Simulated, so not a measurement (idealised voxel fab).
Process module name: voxel gate over fins
FYI the section here is cut, 170 nm wide, cells are 5 nm squares.
Square cells in a grid make up a cross-section in this document, and the grid is given as bands, listed from the top down, each one or more rows of cells.
For a band, the entry starts with two heights in nm, that of the top and then that of the bottom, and carries on with the band's materials in order from left to right, each alongside its width in nm; the word "throughout" beside a single material means it fills the band edge to edge, and "blank" means empty space.
Zero point of the height axis is 0; under it, received wafer = one material. Lowest band: continues down indefinitely, "0 and below".
The expression "30->40" gives the width at the extremes of the band, the first number at its top row of cells and the second at its bottom row, with the width changing by equal amounts from each row to the next in between.
Any step labelled "identical to before" changed none of the cells in the cross-section.
"Fully sealed voids" specifies each empty space that is not open to the top and that occupies no fewer than 8 cells, using the form width x height at distance, the distance measured from the left edge and all three quantities in nm.
On each step's line, the part that comes after the settings is the simulator's own comment on the step.
The "overlay nm" setting may appear on a step's line; for a step that uses a mask, it gives how far to the right of its planned position the mask lay, and a negative value indicates the left.
Read the rest as pairs. Take the cross-section before one process step, then the cross-section after it, which shows only down to the lowest band that changed. Under the pair, find the step between them and its settings. Bear in mind that pairs may come from different runs of this module on the same starting wafer: link a pair to the pair above it only where its entry headed "Pre-process cross-section" says to.
Pre-process cross-section
0 and below = Si throughout
Fully sealed voids: none
State After Step
5 down to 0 = SiN throughout
Everything under 0 stays put, no change at all.
Fully sealed voids: none
Between before and after above, the operation and settings are CONFORMAL_DEP [material SiN] [thk nm 5]
Pre-process cross-section: the pre-step structure is the one depicted after the step in the pair just above.
State After Step
20 down to 5 = aC throughout
Everything under 5 stays put, no change at all.
Fully sealed voids: none
Between before and after above, the operation and settings are DIRECTIONAL_DEP [material aC] [thk nm 15]
Pre-process cross-section: the pre-step structure is the one depicted after the step in the pair just above.
State After Step
50 down to 20 = blank 50 nm; resist 15 nm; blank 35 nm; resist 15 nm; blank 55 nm
Everything under 20 stays put, no change at all.
Fully sealed voids: none
Between before and after above, the operation and settings are PATTERN [tone cover] [mask id FINS] [material resist] [width nm 15] [pitch nm 50] [thk nm 30] [overlay nm 0]
Pre-process cross-section: the pre-step structure is the one depicted after the step in the pair just above.
State After Step
35 down to 20 = blank 50 nm; resist 15 nm; blank 35 nm; resist 15 nm; blank 55 nm
20 down to 5 = blank 50 nm; aC 15 nm; blank 35 nm; aC 15 nm; blank 55 nm
Everything under 5 stays put, no change at all.
Fully sealed voids: none
Between before and after above, the operation and settings are DIRECTIONAL_ETCH [etch materials aC] [depth nm 15]
Pre-process cross-section: the pre-step structure is the one depicted after the step in the pair just above.
State After Step
20 down to 5 = blank 50 nm; aC 15 nm; blank 35 nm; aC 15 nm; blank 55 nm
Everything under 5 stays put, no change at all.
Fully sealed voids: none
Between before and after above, the operation and settings are STRIP [etch materials resist]
Pre-process cross-section: the pre-step structure is the one depicted after the step in the pair just above.
State After Step
20 down to 5 = blank 50 nm; aC 15 nm; blank 35 nm; aC 15 nm; blank 55 nm
5 down to 0 = blank 50 nm; SiN 15 nm; blank 35 nm; SiN 15 nm; blank 55 nm
Everything under 0 stays put, no change at all.
Fully sealed voids: none
Between before and after above, the operation and settings are DIRECTIONAL_ETCH [etch materials SiN] [depth nm 5]
Pre-process cross-section: the pre-step structure is the one depicted after the step in the pair just above.
State After Step
20 down to 5 = blank 50 nm; aC 15 nm; blank 35 nm; aC 15 nm; blank 55 nm
5 down to 0 = blank 50 nm; SiN 15 nm; blank 35 nm; SiN 15 nm; blank 55 nm
0 down to -30 = blank 50 nm; Si 15 nm; blank 35 nm; Si 15 nm; blank 55 nm
Everything under -30 stays put, no change at all.
Fully sealed voids: none
Between before and after above, the operation and settings are DIRECTIONAL_ETCH [etch materials Si] [depth nm 30]
Pre-process cross-section: the pre-step structure is the one depicted after the step in the pair just above.
State After Step
5 down to 0 = blank 50 nm; SiN 15 nm; blank 35 nm; SiN 15 nm; blank 55 nm
Everything under 0 stays put, no change at all.
Fully sealed voids: none
Between before and after above, the operation and settings are STRIP [etch materials aC]
Pre-process cross-section: the pre-step structure is the one depicted after the step in the pair just above.
State After Step
10 down to 5 = SiO2 throughout
5 down to 0 = SiO2 50 nm; SiN 15 nm; SiO2 35 nm; SiN 15 nm; SiO2 55 nm
0 down to -30 = SiO2 50 nm; Si 15 nm; SiO2 35 nm; Si 15 nm; SiO2 55 nm
Everything under -30 stays put, no change at all.
Fully sealed voids: none
Between before and after above, the operation and settings are FILL_DEP [material SiO2] [thk nm 5]
Pre-process cross-section: the pre-step structure is the one depicted after the step in the pair just above.
State After Step
5 down to 0 = SiO2 50 nm; SiN 15 nm; SiO2 35 nm; SiN 15 nm; SiO2 55 nm
Everything under 0 stays put, no change at all.
Fully sealed voids: none
Between before and after above, the operation and settings are CMP [height nm 5]
Pre-process cross-section: the pre-step structure is the one depicted after the step in the pair just above.
State After Step
15 down to 5 = aC throughout
Everything under 5 stays put, no change at all.
Fully sealed voids: none
Between before and after above, the operation and settings are DIRECTIONAL_DEP [material aC] [thk nm 10]
Pre-process cross-section: the pre-step structure is the one depicted after the step in the pair just above.
State After Step
45 down to 15 = resist 75 nm; blank 15 nm; resist 80 nm
Everything under 15 stays put, no change at all.
Fully sealed voids: none
Between before and after above, the operation and settings are PATTERN [tone open] [mask id RAIL] [material resist] [width nm 15] [thk nm 30] [overlay nm 0]
Pre-process cross-section: the pre-step structure is the one depicted after the step in the pair just above.
State After Step
35 down to 15 = resist 75 nm; blank 15 nm; resist 80 nm
15 down to 5 = aC 75 nm; blank 15 nm; aC 80 nm
Everything under 5 stays put, no change at all.
Fully sealed voids: none
Between before and after above, the operation and settings are DIRECTIONAL_ETCH [etch materials aC] [depth nm 10]
Pre-process cross-section: the pre-step structure is the one depicted after the step in the pair just above.
State After Step
15 down to 5 = aC 75 nm; blank 15 nm; aC 80 nm
Everything under 5 stays put, no change at all.
Fully sealed voids: none
Between before and after above, the operation and settings are STRIP [etch materials resist]
Pre-process cross-section: the pre-step structure is the one depicted after the step in the pair just above.
State After Step
15 down to 5 = aC 75 nm; blank 15 nm; aC 80 nm
5 down to 0 = SiO2 50 nm; SiN 15 nm; SiO2 10 nm; blank 15 nm; SiO2 10 nm; SiN 15 nm; SiO2 55 nm
0 down to -25 = SiO2 50 nm; Si 15 nm; SiO2 10 nm; blank 15 nm; SiO2 10 nm; Si 15 nm; SiO2 55 nm
Everything under -25 stays put, no change at all.
Fully sealed voids: none
Between before and after above, the operation and settings are DIRECTIONAL_ETCH [etch materials SiO2] [depth nm 30]
Pre-process cross-section: the pre-step structure is the one depicted after the step in the pair just above.
State After Step
5 down to 0 = SiO2 50 nm; SiN 15 nm; SiO2 10 nm; blank 15 nm; SiO2 10 nm; SiN 15 nm; SiO2 55 nm
Everything under 0 stays put, no change at all.
Fully sealed voids: none
Between before and after above, the operation and settings are STRIP [etch materials aC]
Pre-process cross-section: the pre-step structure is the one depicted after the step in the pair just above.
State After Step
10 down to 5 = TiN 80 nm; blank 5 nm; TiN 85 nm
5 down to 0 = SiO2 50 nm; SiN 15 nm; SiO2 10 nm; TiN 5 nm; blank 5 nm; TiN 5 nm; SiO2 10 nm; SiN 15 nm; SiO2 55 nm
0 down to -20 = SiO2 50 nm; Si 15 nm; SiO2 10 nm; TiN 5 nm; blank 5 nm; TiN 5 nm; SiO2 10 nm; Si 15 nm; SiO2 55 nm
-20 down to -25 = SiO2 50 nm; Si 15 nm; SiO2 10 nm; TiN 15 nm; SiO2 10 nm; Si 15 nm; SiO2 55 nm
Everything under -25 stays put, no change at all.
Fully sealed voids: none
Between before and after above, the operation and settings are CONFORMAL_DEP [material TiN] [thk nm 5]
Pre-process cross-section: the pre-step structure is the one depicted after the step in the pair just above.
State After Step
15 down to 10 = W throughout
10 down to 5 = TiN 80 nm; W 5 nm; TiN 85 nm
5 down to 0 = SiO2 50 nm; SiN 15 nm; SiO2 10 nm; TiN 5 nm; W 5 nm; TiN 5 nm; SiO2 10 nm; SiN 15 nm; SiO2 55 nm
0 down to -20 = SiO2 50 nm; Si 15 nm; SiO2 10 nm; TiN 5 nm; W 5 nm; TiN 5 nm; SiO2 10 nm; Si 15 nm; SiO2 55 nm
Everything under -20 stays put, no change at all.
Fully sealed voids: none
Between before and after above, the operation and settings are FILL_DEP [material W] [thk nm 5]
Pre-process cross-section: the pre-step structure is the one depicted after the step in the pair just above.
State After Step
5 down to 0 = SiO2 50 nm; SiN 15 nm; SiO2 10 nm; TiN 5 nm; W 5 nm; TiN 5 nm; SiO2 10 nm; SiN 15 nm; SiO2 55 nm
Everything under 0 stays put, no change at all.
Fully sealed voids: none
Between before and after above, the operation and settings are CMP [height nm 5]
Pre-process cross-section: the pre-step structure is the one depicted after the step in the pair just above.
State After Step
5 down to 0 = SiO2 50 nm; SiN 15 nm; SiO2 10 nm; blank 15 nm; SiO2 10 nm; SiN 15 nm; SiO2 55 nm
0 down to -20 = SiO2 50 nm; Si 15 nm; SiO2 10 nm; blank 15 nm; SiO2 10 nm; Si 15 nm; SiO2 55 nm
Everything under -20 stays put, no change at all.
Fully sealed voids: none
Between before and after above, the operation and settings are SELECTIVE_ETCH [etch materials W Ru TiN] [depth nm 25]
Pre-process cross-section: the pre-step structure is the one depicted after the step in the pair just above.
State After Step
10 down to 5 = SiO2 throughout
5 down to 0 = SiO2 50 nm; SiN 15 nm; SiO2 35 nm; SiN 15 nm; SiO2 55 nm
0 down to -20 = SiO2 50 nm; Si 15 nm; SiO2 35 nm; Si 15 nm; SiO2 55 nm
Everything under -20 stays put, no change at all.
Fully sealed voids: none
Between before and after above, the operation and settings are FILL_DEP [material SiO2] [thk nm 5]
Pre-process cross-section: the pre-step structure is the one depicted after the step in the pair just above.
State After Step
5 down to 0 = SiO2 50 nm; SiN 15 nm; SiO2 35 nm; SiN 15 nm; SiO2 55 nm
Everything under 0 stays put, no change at all.
Fully sealed voids: none
Between before and after above, the operation and settings are CMP [height nm 5]
Pre-process cross-section: the pre-step structure is the one depicted after the step in the pair just above.
State After Step
5 down to 0 = blank 50 nm; SiN 15 nm; blank 35 nm; SiN 15 nm; blank 55 nm
0 down to -15 = blank 50 nm; Si 15 nm; blank 35 nm; Si 15 nm; blank 55 nm
Everything under -15 stays put, no change at all.
Fully sealed voids: none
Between before and after above, the operation and settings are SELECTIVE_ETCH [etch materials SiO2] [depth nm 20]
Pre-process cross-section: the pre-step structure is the one depicted after the step in the pair just above.
State After Step
0 down to -15 = blank 50 nm; Si 15 nm; blank 35 nm; Si 15 nm; blank 55 nm
Everything under -15 stays put, no change at all.
Fully sealed voids: none
Between before and after above, the operation and settings are STRIP [etch materials SiN]
Pre-process cross-section: the pre-step structure is the one depicted after the step in the pair just above.
State After Step
5 down to 0 = blank 45 nm; HfO2 25 nm; blank 25 nm; HfO2 25 nm; blank 50 nm
0 down to -10 = blank 45 nm; HfO2 5 nm; Si 15 nm; HfO2 5 nm; blank 25 nm; HfO2 5 nm; Si 15 nm; HfO2 5 nm; blank 50 nm
-10 down to -15 = HfO2 50 nm; Si 15 nm; HfO2 35 nm; Si 15 nm; HfO2 55 nm
Everything under -15 stays put, no change at all.
Fully sealed voids: none
Between before and after above, the operation and settings are CONFORMAL_DEP [material HfO2] [thk nm 5]
Pre-process cross-section: the pre-step structure is the one depicted after the step in the pair just above.
State After Step
10 down to 5 = blank 40 nm; TiN 35 nm; blank 15 nm; TiN 35 nm; blank 45 nm
5 down to 0 = blank 40 nm; TiN 5 nm; HfO2 25 nm; TiN 5 nm; blank 15 nm; TiN 5 nm; HfO2 25 nm; TiN 5 nm; blank 45 nm
0 down to -5 = blank 40 nm; TiN 5 nm; HfO2 5 nm; Si 15 nm; HfO2 5 nm; TiN 5 nm; blank 15 nm; TiN 5 nm; HfO2 5 nm; Si 15 nm; HfO2 5 nm; TiN 5 nm; blank 45 nm
-5 down to -10 = TiN 45 nm; HfO2 5 nm; Si 15 nm; HfO2 5 nm; TiN 25 nm; HfO2 5 nm; Si 15 nm; HfO2 5 nm; TiN 50 nm
Everything under -10 stays put, no change at all.
Fully sealed voids: none
Between before and after above, the operation and settings are CONFORMAL_DEP [material TiN] [thk nm 5]
Pre-process cross-section: the pre-step structure is the one depicted after the step in the pair just above.
State After Step
20 down to 10 = W throughout
10 down to 5 = W 40 nm; TiN 35 nm; W 15 nm; TiN 35 nm; W 45 nm
5 down to 0 = W 40 nm; TiN 5 nm; HfO2 25 nm; TiN 5 nm; W 15 nm; TiN 5 nm; HfO2 25 nm; TiN 5 nm; W 45 nm
0 down to -5 = W 40 nm; TiN 5 nm; HfO2 5 nm; Si 15 nm; HfO2 5 nm; TiN 5 nm; W 15 nm; TiN 5 nm; HfO2 5 nm; Si 15 nm; HfO2 5 nm; TiN 5 nm; W 45 nm
Everything under -5 stays put, no change at all.
Fully sealed voids: none
Between before and after above, the operation and settings are FILL_DEP [material W] [thk nm 10]
Pre-process cross-section: the pre-step structure is the one depicted after the step in the pair just above.
State After Step
15 down to 10 = W throughout
Everything under 10 stays put, no change at all.
Fully sealed voids: none
Between before and after above, the operation and settings are CMP [height nm 15]
Pre-process cross-section: the pre-step structure is the one depicted after the step in the pair just above.
State After Step
25 down to 15 = SiN throughout
Everything under 15 stays put, no change at all.
Fully sealed voids: none
Between before and after above, the operation and settings are CONFORMAL_DEP [material SiN] [thk nm 10]
Pre-process cross-section
0 down to -15 = blank 50 nm; Si 15 nm; blank 35 nm; Si 15 nm; blank 55 nm
-15 down to -20 = SiO2 50 nm; Si 15 nm; SiO2 35 nm; Si 15 nm; SiO2 55 nm
-20 down to -25 = SiO2 50 nm; Si 15 nm; SiO2 10 nm; TiN 15 nm; SiO2 10 nm; Si 15 nm; SiO2 55 nm
-25 down to -30 = SiO2 50 nm; Si 15 nm; SiO2 35 nm; Si 15 nm; SiO2 55 nm
-30 and below = Si throughout
Fully sealed voids: none
State After Step
5 down to 0 = blank 45 nm; TiN 25 nm; blank 25 nm; TiN 25 nm; blank 50 nm
0 down to -10 = blank 45 nm; TiN 5 nm; Si 15 nm; TiN 5 nm; blank 25 nm; TiN 5 nm; Si 15 nm; TiN 5 nm; blank 50 nm
-10 down to -15 = TiN 50 nm; Si 15 nm; TiN 35 nm; Si 15 nm; TiN 55 nm
Everything under -15 stays put, no change at all.
Fully sealed voids: none
Between before and after above, the operation and settings are CONFORMAL_DEP [material TiN] [thk nm 5]
Pre-process cross-section: the pre-step structure is the one depicted after the step in the pair just above.
State After Step
15 down to 5 = W throughout
5 down to 0 = W 45 nm; TiN 25 nm; W 25 nm; TiN 25 nm; W 50 nm
0 down to -10 = W 45 nm; TiN 5 nm; Si 15 nm; TiN 5 nm; W 25 nm; TiN 5 nm; Si 15 nm; TiN 5 nm; W 50 nm
Everything under -10 stays put, no change at all.
Fully sealed voids: none
Between before and after above, the operation and settings are FILL_DEP [material W] [thk nm 10]
Pre-process cross-section: the pre-step structure is the one depicted after the step in the pair just above.
State After Step
25 down to 15 = SiN throughout
Everything under 15 stays put, no change at all.
Fully sealed voids: none
Between before and after above, the operation and settings are CONFORMAL_DEP [material SiN] [thk nm 10]
Pre-process cross-section
20 down to 5 = blank 50 nm; aC 15 nm; blank 35 nm; aC 15 nm; blank 55 nm
5 down to 0 = blank 50 nm; SiN 15 nm; blank 35 nm; SiN 15 nm; blank 55 nm
0 down to -30 = blank 50 nm; Si 15 nm; blank 35 nm; Si 15 nm; blank 55 nm
-30 and below = Si throughout
Fully sealed voids: none
State After Step
20 down to 5 = blank 50 nm; aC 15 nm; blank 35 nm; aC 15 nm; blank 55 nm
5 down to 0 = blank 50 nm; SiN 15 nm; blank 35 nm; SiN 15 nm; blank 55 nm
0 down to -60 = blank 50 nm; Si 15 nm; blank 35 nm; Si 15 nm; blank 55 nm
Everything under -60 stays put, no change at all.
Fully sealed voids: none
Between before and after above, the operation and settings are DIRECTIONAL_ETCH [etch materials Si] [depth nm 30]
Pre-process cross-section: the pre-step structure is the one depicted after the step in the pair just above.
State After Step
5 down to 0 = blank 50 nm; SiN 15 nm; blank 35 nm; SiN 15 nm; blank 55 nm
Everything under 0 stays put, no change at all.
Fully sealed voids: none
Between before and after above, the operation and settings are STRIP [etch materials aC]
Pre-process cross-section: the pre-step structure is the one depicted after the step in the pair just above.
State After Step
10 down to 5 = SiO2 throughout
5 down to 0 = SiO2 50 nm; SiN 15 nm; SiO2 35 nm; SiN 15 nm; SiO2 55 nm
0 down to -60 = SiO2 50 nm; Si 15 nm; SiO2 35 nm; Si 15 nm; SiO2 55 nm
Everything under -60 stays put, no change at all.
Fully sealed voids: none
Between before and after above, the operation and settings are FILL_DEP [material SiO2] [thk nm 5]
Pre-process cross-section: the pre-step structure is the one depicted after the step in the pair just above.
State After Step
5 down to 0 = SiO2 50 nm; SiN 15 nm; SiO2 35 nm; SiN 15 nm; SiO2 55 nm
Everything under 0 stays put, no change at all.
Fully sealed voids: none
Between before and after above, the operation and settings are CMP [height nm 5]
Pre-process cross-section: the pre-step structure is the one depicted after the step in the pair just above.
State After Step
15 down to 5 = aC throughout
Everything under 5 stays put, no change at all.
Fully sealed voids: none
Between before and after above, the operation and settings are DIRECTIONAL_DEP [material aC] [thk nm 10]
Pre-process cross-section: the pre-step structure is the one depicted after the step in the pair just above.
State After Step
45 down to 15 = resist 75 nm; blank 15 nm; resist 80 nm
Everything under 15 stays put, no change at all.
Fully sealed voids: none
Between before and after above, the operation and settings are PATTERN [tone open] [mask id RAIL] [material resist] [width nm 15] [thk nm 30] [overlay nm 0]
Pre-process cross-section: the pre-step structure is the one depicted after the step in the pair just above.
State After Step
35 down to 15 = resist 75 nm; blank 15 nm; resist 80 nm
15 down to 5 = aC 75 nm; blank 15 nm; aC 80 nm
Everything under 5 stays put, no change at all.
Fully sealed voids: none
Between before and after above, the operation and settings are DIRECTIONAL_ETCH [etch materials aC] [depth nm 10]
Pre-process cross-section: the pre-step structure is the one depicted after the step in the pair just above.
State After Step
15 down to 5 = aC 75 nm; blank 15 nm; aC 80 nm
Everything under 5 stays put, no change at all.
Fully sealed voids: none
Between before and after above, the operation and settings are STRIP [etch materials resist]
Pre-process cross-section: the pre-step structure is the one depicted after the step in the pair just above.
State After Step
15 down to 5 = aC 75 nm; blank 15 nm; aC 80 nm
5 down to 0 = SiO2 50 nm; SiN 15 nm; SiO2 10 nm; blank 15 nm; SiO2 10 nm; SiN 15 nm; SiO2 55 nm
0 down to -25 = SiO2 50 nm; Si 15 nm; SiO2 10 nm; blank 15 nm; SiO2 10 nm; Si 15 nm; SiO2 55 nm
Everything under -25 stays put, no change at all.
Fully sealed voids: none
Between before and after above, the operation and settings are DIRECTIONAL_ETCH [etch materials SiO2] [depth nm 30]
Pre-process cross-section: the pre-step structure is the one depicted after the step in the pair just above.
State After Step
5 down to 0 = SiO2 50 nm; SiN 15 nm; SiO2 10 nm; blank 15 nm; SiO2 10 nm; SiN 15 nm; SiO2 55 nm
Everything under 0 stays put, no change at all.
Fully sealed voids: none
Between before and after above, the operation and settings are STRIP [etch materials aC]
Pre-process cross-section: the pre-step structure is the one depicted after the step in the pair just above.
State After Step
10 down to 5 = TiN 80 nm; blank 5 nm; TiN 85 nm
5 down to 0 = SiO2 50 nm; SiN 15 nm; SiO2 10 nm; TiN 5 nm; blank 5 nm; TiN 5 nm; SiO2 10 nm; SiN 15 nm; SiO2 55 nm
0 down to -20 = SiO2 50 nm; Si 15 nm; SiO2 10 nm; TiN 5 nm; blank 5 nm; TiN 5 nm; SiO2 10 nm; Si 15 nm; SiO2 55 nm
-20 down to -25 = SiO2 50 nm; Si 15 nm; SiO2 10 nm; TiN 15 nm; SiO2 10 nm; Si 15 nm; SiO2 55 nm
Everything under -25 stays put, no change at all.
Fully sealed voids: none
Between before and after above, the operation and settings are CONFORMAL_DEP [material TiN] [thk nm 5]
Pre-process cross-section: the pre-step structure is the one depicted after the step in the pair just above.
State After Step
15 down to 10 = W throughout
10 down to 5 = TiN 80 nm; W 5 nm; TiN 85 nm
5 down to 0 = SiO2 50 nm; SiN 15 nm; SiO2 10 nm; TiN 5 nm; W 5 nm; TiN 5 nm; SiO2 10 nm; SiN 15 nm; SiO2 55 nm
0 down to -20 = SiO2 50 nm; Si 15 nm; SiO2 10 nm; TiN 5 nm; W 5 nm; TiN 5 nm; SiO2 10 nm; Si 15 nm; SiO2 55 nm
Everything under -20 stays put, no change at all.
Fully sealed voids: none
Between before and after above, the operation and settings are FILL_DEP [material W] [thk nm 5]
Pre-process cross-section: the pre-step structure is the one depicted after the step in the pair just above.
State After Step
5 down to 0 = SiO2 50 nm; SiN 15 nm; SiO2 10 nm; TiN 5 nm; W 5 nm; TiN 5 nm; SiO2 10 nm; SiN 15 nm; SiO2 55 nm
Everything under 0 stays put, no change at all.
Fully sealed voids: none
Between before and after above, the operation and settings are CMP [height nm 5]
Pre-process cross-section: the pre-step structure is the one depicted after the step in the pair just above.
State After Step
5 down to 0 = SiO2 50 nm; SiN 15 nm; SiO2 10 nm; blank 15 nm; SiO2 10 nm; SiN 15 nm; SiO2 55 nm
0 down to -20 = SiO2 50 nm; Si 15 nm; SiO2 10 nm; blank 15 nm; SiO2 10 nm; Si 15 nm; SiO2 55 nm
Everything under -20 stays put, no change at all.
Fully sealed voids: none
Between before and after above, the operation and settings are SELECTIVE_ETCH [etch materials W Ru TiN] [depth nm 25]
Pre-process cross-section: the pre-step structure is the one depicted after the step in the pair just above.
State After Step
10 down to 5 = SiO2 throughout
5 down to 0 = SiO2 50 nm; SiN 15 nm; SiO2 35 nm; SiN 15 nm; SiO2 55 nm
0 down to -20 = SiO2 50 nm; Si 15 nm; SiO2 35 nm; Si 15 nm; SiO2 55 nm
Everything under -20 stays put, no change at all.
Fully sealed voids: none
Between before and after above, the operation and settings are FILL_DEP [material SiO2] [thk nm 5]
Pre-process cross-section: the pre-step structure is the one depicted after the step in the pair just above.
State After Step
5 down to 0 = SiO2 50 nm; SiN 15 nm; SiO2 35 nm; SiN 15 nm; SiO2 55 nm
Everything under 0 stays put, no change at all.
Fully sealed voids: none
Between before and after above, the operation and settings are CMP [height nm 5]
Pre-process cross-section: the pre-step structure is the one depicted after the step in the pair just above.
State After Step
5 down to 0 = blank 50 nm; SiN 15 nm; blank 35 nm; SiN 15 nm; blank 55 nm
0 down to -15 = blank 50 nm; Si 15 nm; blank 35 nm; Si 15 nm; blank 55 nm
Everything under -15 stays put, no change at all.
Fully sealed voids: none
Between before and after above, the operation and settings are SELECTIVE_ETCH [etch materials SiO2] [depth nm 20]
Pre-process cross-section: the pre-step structure is the one depicted after the step in the pair just above.
State After Step
0 down to -15 = blank 50 nm; Si 15 nm; blank 35 nm; Si 15 nm; blank 55 nm
Everything under -15 stays put, no change at all.
Fully sealed voids: none
Between before and after above, the operation and settings are STRIP [etch materials SiN]
Pre-process cross-section: the pre-step structure is the one depicted after the step in the pair just above.
State After Step
5 down to 0 = blank 45 nm; HfO2 25 nm; blank 25 nm; HfO2 25 nm; blank 50 nm
0 down to -10 = blank 45 nm; HfO2 5 nm; Si 15 nm; HfO2 5 nm; blank 25 nm; HfO2 5 nm; Si 15 nm; HfO2 5 nm; blank 50 nm
-10 down to -15 = HfO2 50 nm; Si 15 nm; HfO2 35 nm; Si 15 nm; HfO2 55 nm
Everything under -15 stays put, no change at all.
Fully sealed voids: none
Between before and after above, the operation and settings are CONFORMAL_DEP [material HfO2] [thk nm 5]
Pre-process cross-section: the pre-step structure is the one depicted after the step in the pair just above.
State After Step
10 down to 5 = blank 40 nm; TiN 35 nm; blank 15 nm; TiN 35 nm; blank 45 nm
5 down to 0 = blank 40 nm; TiN 5 nm; HfO2 25 nm; TiN 5 nm; blank 15 nm; TiN 5 nm; HfO2 25 nm; TiN 5 nm; blank 45 nm
0 down to -5 = blank 40 nm; TiN 5 nm; HfO2 5 nm; Si 15 nm; HfO2 5 nm; TiN 5 nm; blank 15 nm; TiN 5 nm; HfO2 5 nm; Si 15 nm; HfO2 5 nm; TiN 5 nm; blank 45 nm
-5 down to -10 = TiN 45 nm; HfO2 5 nm; Si 15 nm; HfO2 5 nm; TiN 25 nm; HfO2 5 nm; Si 15 nm; HfO2 5 nm; TiN 50 nm
Everything under -10 stays put, no change at all.
Fully sealed voids: none
Between before and after above, the operation and settings are CONFORMAL_DEP [material TiN] [thk nm 5]
Pre-process cross-section: the pre-step structure is the one depicted after the step in the pair just above.
State After Step
20 down to 10 = W throughout
10 down to 5 = W 40 nm; TiN 35 nm; W 15 nm; TiN 35 nm; W 45 nm
5 down to 0 = W 40 nm; TiN 5 nm; HfO2 25 nm; TiN 5 nm; W 15 nm; TiN 5 nm; HfO2 25 nm; TiN 5 nm; W 45 nm
0 down to -5 = W 40 nm; TiN 5 nm; HfO2 5 nm; Si 15 nm; HfO2 5 nm; TiN 5 nm; W 15 nm; TiN 5 nm; HfO2 5 nm; Si 15 nm; HfO2 5 nm; TiN 5 nm; W 45 nm
Everything under -5 stays put, no change at all.
Fully sealed voids: none
Between before and after above, the operation and settings are FILL_DEP [material W] [thk nm 10]
Pre-process cross-section: the pre-step structure is the one depicted after the step in the pair just above.
State After Step
15 down to 10 = W throughout
Everything under 10 stays put, no change at all.
Fully sealed voids: none
Between before and after above, the operation and settings are CMP [height nm 15]
Pre-process cross-section: the pre-step structure is the one depicted after the step in the pair just above.
State After Step
25 down to 15 = SiN throughout
Everything under 15 stays put, no change at all.
Fully sealed voids: none
Between before and after above, the operation and settings are CONFORMAL_DEP [material SiN] [thk nm 10]
Pre-process cross-section
5 down to 0 = SiO2 50 nm; SiN 15 nm; SiO2 35 nm; SiN 15 nm; SiO2 55 nm
0 down to -20 = SiO2 50 nm; Si 15 nm; SiO2 35 nm; Si 15 nm; SiO2 55 nm
-20 down to -25 = SiO2 50 nm; Si 15 nm; SiO2 10 nm; TiN 15 nm; SiO2 10 nm; Si 15 nm; SiO2 55 nm
-25 down to -30 = SiO2 50 nm; Si 15 nm; SiO2 35 nm; Si 15 nm; SiO2 55 nm
-30 and below = Si throughout
Fully sealed voids: none
State After Step
5 down to 0 = SiO2 50 nm; blank 15 nm; SiO2 35 nm; blank 15 nm; SiO2 55 nm
Everything under 0 stays put, no change at all.
Fully sealed voids: none
Between before and after above, the operation and settings are STRIP [etch materials SiN]
Pre-process cross-section: the pre-step structure is the one depicted after the step in the pair just above.
State After Step
0 down to -15 = blank 50 nm; Si 15 nm; blank 35 nm; Si 15 nm; blank 55 nm
-15 down to -20 = SiO2 30 nm; blank 20 nm; Si 15 nm; blank 35 nm; Si 15 nm; blank 20 nm; SiO2 35 nm
Everything under -20 stays put, no change at all.
Fully sealed voids: none
Between before and after above, the operation and settings are SELECTIVE_ETCH [etch materials SiO2] [depth nm 20]
Pre-process cross-section: the pre-step structure is the one depicted after the step in the pair just above.
State After Step
5 down to 0 = blank 45 nm; HfO2 25 nm; blank 25 nm; HfO2 25 nm; blank 50 nm
0 down to -10 = blank 45 nm; HfO2 5 nm; Si 15 nm; HfO2 5 nm; blank 25 nm; HfO2 5 nm; Si 15 nm; HfO2 5 nm; blank 50 nm
-10 down to -15 = HfO2 35 nm; blank 10 nm; HfO2 5 nm; Si 15 nm; HfO2 5 nm; blank 25 nm; HfO2 5 nm; Si 15 nm; HfO2 5 nm; blank 10 nm; HfO2 40 nm
-15 down to -20 = SiO2 30 nm; HfO2 20 nm; Si 15 nm; HfO2 35 nm; Si 15 nm; HfO2 20 nm; SiO2 35 nm
Everything under -20 stays put, no change at all.
Fully sealed voids: none
Between before and after above, the operation and settings are CONFORMAL_DEP [material HfO2] [thk nm 5]
Pre-process cross-section: the pre-step structure is the one depicted after the step in the pair just above.
State After Step
10 down to 5 = blank 40 nm; TiN 35 nm; blank 15 nm; TiN 35 nm; blank 45 nm
5 down to 0 = blank 40 nm; TiN 5 nm; HfO2 25 nm; TiN 5 nm; blank 15 nm; TiN 5 nm; HfO2 25 nm; TiN 5 nm; blank 45 nm
0 down to -5 = blank 40 nm; TiN 5 nm; HfO2 5 nm; Si 15 nm; HfO2 5 nm; TiN 5 nm; blank 15 nm; TiN 5 nm; HfO2 5 nm; Si 15 nm; HfO2 5 nm; TiN 5 nm; blank 45 nm
-5 down to -10 = TiN 45 nm; HfO2 5 nm; Si 15 nm; HfO2 5 nm; TiN 5 nm; blank 15 nm; TiN 5 nm; HfO2 5 nm; Si 15 nm; HfO2 5 nm; TiN 50 nm
-10 down to -15 = HfO2 35 nm; TiN 10 nm; HfO2 5 nm; Si 15 nm; HfO2 5 nm; TiN 25 nm; HfO2 5 nm; Si 15 nm; HfO2 5 nm; TiN 10 nm; HfO2 40 nm
Everything under -15 stays put, no change at all.
Fully sealed voids: none
Between before and after above, the operation and settings are CONFORMAL_DEP [material TiN] [thk nm 5]
Pre-process cross-section: the pre-step structure is the one depicted after the step in the pair just above.
State After Step
20 down to 10 = W throughout
10 down to 5 = W 40 nm; TiN 35 nm; W 15 nm; TiN 35 nm; W 45 nm
5 down to 0 = W 40 nm; TiN 5 nm; HfO2 25 nm; TiN 5 nm; W 15 nm; TiN 5 nm; HfO2 25 nm; TiN 5 nm; W 45 nm
0 down to -5 = W 40 nm; TiN 5 nm; HfO2 5 nm; Si 15 nm; HfO2 5 nm; TiN 5 nm; W 15 nm; TiN 5 nm; HfO2 5 nm; Si 15 nm; HfO2 5 nm; TiN 5 nm; W 45 nm
-5 down to -10 = TiN 45 nm; HfO2 5 nm; Si 15 nm; HfO2 5 nm; TiN 5 nm; W 15 nm; TiN 5 nm; HfO2 5 nm; Si 15 nm; HfO2 5 nm; TiN 50 nm
Everything under -10 stays put, no change at all.
Fully sealed voids: none
Between before and after above, the operation and settings are FILL_DEP [material W] [thk nm 10]
Pre-process cross-section: the pre-step structure is the one depicted after the step in the pair just above.
State After Step
15 down to 10 = W throughout
Everything under 10 stays put, no change at all.
Fully sealed voids: none
Between before and after above, the operation and settings are CMP [height nm 15]
Pre-process cross-section: the pre-step structure is the one depicted after the step in the pair just above.
State After Step
25 down to 15 = SiN throughout
Everything under 15 stays put, no change at all.
Fully sealed voids: none
Between before and after above, the operation and settings are CONFORMAL_DEP [material SiN] [thk nm 10]
